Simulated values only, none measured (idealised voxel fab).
Process module in this document: voxel self aligned contacts
We display cut, a cross-section 250 nm in width whose square cells are each 5 nm.
Bands, listed from the top down, are how a cross-section gets written in this document; the cross-section itself is a grid of square cells, and a band is one or more rows of them.
Read a band's entry like this: the first values are the height of its top and the height of its bottom in nm, and what follows is the sequence of materials from left to right, each with its width in nm. Note that "blank" is empty space, and that a single material marked "full width" reaches across the band from edge to edge.
Zero point of the height axis is 0; under it, received wafer = one material. Lowest band: continues down indefinitely, "0 nm and below".
The width entry "30 to 40" should be interpreted row by row: the top row of cells in the band takes the first number, the bottom row takes the second number, and the change between adjacent rows is uniform throughout.
When a step is marked "same as before", none of the cells in the cross-section changed during that step.
Voids not open to the top, 8 cells minimum: see "Fully sealed cavities". Written width x height at distance; distance is from the left edge; nm.
It should be noted that, on the line of a given step, the content following the step's settings is a remark produced by the simulator itself with respect to that step.
The line of a step may include "overlay nm". On a step with a mask, this value is how far to the right of its planned place the mask lay. A negative value means the mask lay to the left.
THIS SECTION LISTS THE PROCESS STEPS THAT WERE PLANNED
1 RECEIVE [material Si]
2 OXIDIZE [depth nm 5]
3 DIRECTIONAL_DEP [material polySi] [thk nm 30]
4 DIRECTIONAL_DEP [material SiN] [thk nm 15]
5 DIRECTIONAL_DEP [material aC] [thk nm 10]
6 PATTERN [tone cover] [mask id GATE] [material resist] [width nm 30] [pitch nm 55] [thk nm 25] [overlay nm 0]
7 DIRECTIONAL_ETCH [etch materials aC] [depth nm 10]
8 STRIP [etch materials resist]
9 DIRECTIONAL_ETCH [etch materials SiN] [depth nm 15]
10 DIRECTIONAL_ETCH [etch materials polySi] [depth nm 30]
11 STRIP [etch materials aC]
12 CONFORMAL_DEP [material SiN] [thk nm 5]
13 DIRECTIONAL_ETCH [etch materials SiN] [depth nm 5]
14 FILL_DEP [material SiO2] [thk nm 15]
15 CMP [height nm 55]
16 DIRECTIONAL_DEP [material aC] [thk nm 10]
17 PATTERN [tone open] [mask id CONTACT] [material resist] [width nm 35] [pitch nm 55] [thk nm 25] [overlay nm 0]
18 DIRECTIONAL_ETCH [etch materials aC] [depth nm 10]
19 STRIP [etch materials resist]
20 DIRECTIONAL_ETCH [etch materials SiO2] [depth nm 60]
21 STRIP [etch materials aC]
22 CONFORMAL_DEP [material TiN] [thk nm 5]
23 FILL_DEP [material W] [thk nm 10]
24 CMP [height nm 55]
25 CONFORMAL_DEP [material SiCN] [thk nm 5]
HERE'S WHAT THE WAFER LOOKED LIKE IN CROSS-SECTION WHEN IT ARRIVED - THAT'S AFTER STEP 1
- 0 nm and below: Si full width
- Fully sealed cavities: none
THE CROSS-SECTION SHOWN CORRESPONDS TO THE WAFER AT THE CONCLUSION OF THE MODULE. THE INITIAL STRUCTURE AND THE PROCESS PLAN ARE THOSE PRESENTED ABOVE; HOWEVER, ONE MISTAKE OCCURRED IN EXECUTING THE PLAN
- 60 nm to 55 nm: SiCN full width
- 55 nm to 45 nm: 80 of SiO2  5 of TiN  25 of W  5 of TiN  20 of SiO2  5 of TiN  25 of W  5 of TiN  80 of SiO2
- 45 nm to 40 nm: 80 of SiO2  10 of TiN  15 of W  10 of TiN  20 of SiO2  10 of TiN  15 of W  10 of TiN  80 of SiO2
- 40 nm to 30 nm: 55 of SiO2  30 of SiN  5 of TiN  15 of W  5 of TiN  30 of SiN  5 of TiN  15 of W  5 of TiN  30 of SiN  55 of SiO2
- 30 nm to 0 nm: 55 of SiO2  30 of polySi  5 of TiN  15 of W  5 of TiN  30 of polySi  5 of TiN  15 of W  5 of TiN  30 of polySi  55 of SiO2
- 0 nm to -5 nm: 85 of SiO2  25 of TiN  30 of SiO2  25 of TiN  85 of SiO2
- -5 nm and below: Si full width
- Fully sealed cavities: none
In executing the process, a mistake was made relative to the plan: step 12 of the plan was excluded from execution and never run
